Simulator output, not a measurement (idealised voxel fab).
Module name: voxel quadruple lines (process module)
Section shown: cut. Width: 265 nm. Cell size: 5 nm, square.
Just so we're on the same page, the cross-sections are grids of square cells, and they're listed out in bands top to bottom, each band one or more rows deep.
Quick guide to a band line: top height, bottom height (nm) up front; then every material left to right with its width in nm. Only one material and it's marked "all across"? Then it fills the band edge to edge. And "empty" just means empty space.
Where do heights start? At 0: under that level the wafer as delivered is made of one material only. And the lowest band has no floor; it just carries on downward, as in "from 0 down".
A two-number width, for instance "30->40", indicates that the width is equal to the first number in the top row of the band and to the second number in the bottom row, and that it changes by a constant amount per row of cells.
"left unchanged" means the step left every cell of the cross-section as it was.
The entry "Voids, fully enclosed" lists the empty spaces that cover at least 8 cells and have no open path to the top. Each is written as width x height at distance, where the distance is measured from the left edge and all three values are in nm.
That trailing text on a step's line, after the settings, is the simulator's own remark on the step.
The setting "overlay nm" may be written on the line of a step. When the step uses a mask, the value reports how far to the right of the planned place the mask lay, and a negative value reports that it lay to the left.

# Process steps (planned)
1) op RECEIVE | material Si
2) op CONFORMAL_DEP | material SiO2 | thk nm 5
3) op DIRECTIONAL_DEP | material W | thk nm 10
4) op DIRECTIONAL_DEP | material polySi | thk nm 20
5) op DIRECTIONAL_DEP | material aC | thk nm 20
6) op PATTERN | tone cover | mask id MANDREL | material resist | width nm 25 | pitch nm 80 | thk nm 25 | overlay nm 0
7) op DIRECTIONAL_ETCH | etch materials aC | depth nm 20
8) op STRIP | etch materials resist
9) op CONFORMAL_DEP | material SiO2 | thk nm 15
10) op DIRECTIONAL_ETCH | etch materials SiO2 | depth nm 15
11) op STRIP | etch materials aC
12) op DIRECTIONAL_ETCH | etch materials polySi | depth nm 20
13) op STRIP | etch materials SiO2
14) op CONFORMAL_DEP | material SiN | thk nm 5
15) op DIRECTIONAL_ETCH | etch materials SiN | depth nm 5
16) op STRIP | etch materials polySi
17) op DIRECTIONAL_ETCH | etch materials W | depth nm 10
18) op STRIP | etch materials SiN
19) op FILL_DEP | material lowk | thk nm 10
20) op CMP | height nm 15

# as received, after step 1
from 0 down: Si all across
Voids, fully enclosed: none

# Wafer cross-section at end of module: start and plan as shown above, one execution error
from 15 to 10: lowk all across
from 10 to 0: 60 nm lowk; 5 nm W; 15 nm lowk; 5 nm W; 15 nm lowk; 5 nm W; 15 nm lowk; 5 nm W; 15 nm lowk; 5 nm W; 15 nm lowk; 5 nm W; 15 nm lowk; 5 nm W; 15 nm lowk; 5 nm W; 60 nm lowk
from 0 down: Si all across
Voids, fully enclosed: none
So what did we get wrong on this run? the plan's step 2 was left out and never carried out
